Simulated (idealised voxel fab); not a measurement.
process module | voxel capacitor over wiring
cross-section cut | 290 nm wide | cells 5 nm
A cross-section is a grid of square cells, given in bands from the top down. A band is one or more rows of cells.
Each band's line starts with the height of the band's top and of its bottom, in nm. Then come its materials from left to right, each with its width in nm. One material with "throughout" fills the band from edge to edge. "air" is empty space.
Height 0 is the level under which the wafer as received is all one material. The lowest band goes on downwards, as in "0 down".
A width such as "30 to 40" changes by the same amount from each row of cells to the next, from the band's top row to its bottom row.
"no change" after a step means that no cell of the cross-section changed.
closed voids: empty space of 8 cells or more with no open way to the top, each as width x height at its distance from the left edge, in nm
after a step's settings: what the simulator itself notes on the step
overlay nm, on a step with a mask: how far to the right of its planned place the mask lay; to the left if negative
plan
1 op RECEIVE | material Si
2 op CONFORMAL_DEP | material SiO2 | thk nm 15
3 op CONFORMAL_DEP | material SiN | thk nm 5
4 op DIRECTIONAL_DEP | material lowk | thk nm 25
5 op DIRECTIONAL_DEP | material aC | thk nm 10
6 op PATTERN | tone open | mask id METAL_1 | material resist | width nm 30 | pitch nm 85 | thk nm 30 | overlay nm 0
7 op DIRECTIONAL_ETCH | etch materials aC | depth nm 10
8 op STRIP | etch materials resist
9 op DIRECTIONAL_ETCH | etch materials lowk | depth nm 25
10 op DIRECTIONAL_ETCH | etch materials SiN | depth nm 5
11 op STRIP | etch materials aC
12 op CONFORMAL_DEP | material TiN | thk nm 5
13 op FILL_DEP | material W | thk nm 5
14 op CMP | height nm 45
15 op CONFORMAL_DEP | material SiCN | thk nm 5
16 op DIRECTIONAL_DEP | material SiO2 | thk nm 15
17 op MASKED_ETCH | tone open | mask id PLUG_1 | width nm 15 | etch materials SiO2 | depth nm 15 | overlay nm 0
18 op MASKED_ETCH | tone open | mask id PLUG_1 | width nm 15 | etch materials SiCN | depth nm 5 | overlay nm 0
19 op EPI | material Ru | thk nm 10
20 op EPI | material Ru | thk nm 10
21 op DIRECTIONAL_DEP | material TiN | thk nm 5
22 op DIRECTIONAL_DEP | material HfO2 | thk nm 5
23 op DIRECTIONAL_DEP | material TiN | thk nm 10
24 op MASKED_ETCH | tone cover | mask id UPPER_PLATE | width nm 60 | etch materials TiN | depth nm 10 | overlay nm 0
25 op MASKED_ETCH | tone cover | mask id UPPER_PLATE | width nm 60 | etch materials HfO2 | depth nm 5 | overlay nm 0
26 op DIRECTIONAL_DEP | material aC | thk nm 10
27 op PATTERN | tone cover | mask id LOWER_PLATE | material resist | width nm 60 | thk nm 25 | overlay nm 0
28 op DIRECTIONAL_ETCH | etch materials aC | depth nm 10
29 op STRIP | etch materials resist
30 op DIRECTIONAL_ETCH | etch materials TiN | depth nm 5
31 op STRIP | etch materials aC
32 op FILL_DEP | material SiO2 | thk nm 20
33 op CMP | height nm 100
34 op DIRECTIONAL_DEP | material aC | thk nm 15
35 op PATTERN | tone open | mask id PLUG_2 | material resist | width nm 15 | thk nm 30 | overlay nm 0
36 op DIRECTIONAL_ETCH | etch materials aC | depth nm 15
37 op STRIP | etch materials resist
38 op DIRECTIONAL_ETCH | etch materials SiO2 | depth nm 15
39 op STRIP | etch materials aC
40 op CONFORMAL_DEP | material TiN | thk nm 5
41 op FILL_DEP | material Cu | thk nm 5
42 op CMP | height nm 100
43 op CONFORMAL_DEP | material SiN | thk nm 5
varied across the wafers: width nm of step 27. The plan shows the first wafer's value. All wafers start alike
first wafer as received, after step 1
  0 down: Si throughout
  closed voids: none
first wafer at the end, after step 43
  105 to 100: SiN throughout
  100 to 90: SiO2 110 | TiN 5 | Cu 5 | TiN 5 | SiO2 165
  90 to 85: SiO2 110 | TiN 15 | SiO2 165
  85 to 75: SiO2 100 | TiN 60 | SiO2 130
  75 to 70: SiO2 100 | HfO2 60 | SiO2 130
  70 to 65: SiO2 100 | TiN 60 | SiO2 130
  65 to 50: SiO2 100 | Ru 15 | SiO2 175
  50 to 45: SiCN 100 | Ru 15 | SiCN 175
  45 to 20: lowk 85 | TiN 5 | W 20 | TiN 5 | lowk 55 | TiN 5 | W 20 | TiN 5 | lowk 90
  20 to 15: SiN 85 | TiN 30 | SiN 55 | TiN 30 | SiN 90
  15 to 0: SiO2 throughout
  0 down: Si throughout
  closed voids: none
last wafer at the end
  105 to 100: SiN throughout
  100 to 90: SiO2 110 | TiN 5 | Cu 5 | TiN 5 | SiO2 165
  90 to 85: SiO2 110 | TiN 15 | SiO2 165
  85 to 75: SiO2 100 | TiN 60 | SiO2 130
  75 to 70: SiO2 100 | HfO2 60 | SiO2 130
  70 to 65: SiO2 90 | TiN 85 | SiO2 115
  65 to 50: SiO2 100 | Ru 15 | SiO2 175
  50 to 45: SiCN 100 | Ru 15 | SiCN 175
  45 to 20: lowk 85 | TiN 5 | W 20 | TiN 5 | lowk 55 | TiN 5 | W 20 | TiN 5 | lowk 90
  20 to 15: SiN 85 | TiN 30 | SiN 55 | TiN 30 | SiN 90
  15 to 0: SiO2 throughout
  0 down: Si throughout
  closed voids: none
each wafer at the end: cells of each material gained (+) or lost (-) since it was received, then its closed voids
width nm 60 | +2 Cu | +12 HfO2 | +12 Ru | +55 SiCN | +104 SiN | +688 SiO2 | +75 TiN | +40 W | +230 lowk | closed voids: none
width nm 65 | +2 Cu | +12 HfO2 | +12 Ru | +55 SiCN | +104 SiN | +687 SiO2 | +76 TiN | +40 W | +230 lowk | closed voids: none
width nm 70 | +2 Cu | +12 HfO2 | +12 Ru | +55 SiCN | +104 SiN | +686 SiO2 | +77 TiN | +40 W | +230 lowk | closed voids: none
width nm 75 | +2 Cu | +12 HfO2 | +12 Ru | +55 SiCN | +104 SiN | +685 SiO2 | +78 TiN | +40 W | +230 lowk | closed voids: none
width nm 80 | +2 Cu | +12 HfO2 | +12 Ru | +55 SiCN | +104 SiN | +684 SiO2 | +79 TiN | +40 W | +230 lowk | closed voids: none
width nm 85 | +2 Cu | +12 HfO2 | +12 Ru | +55 SiCN | +104 SiN | +683 SiO2 | +80 TiN | +40 W | +230 lowk | closed voids: none
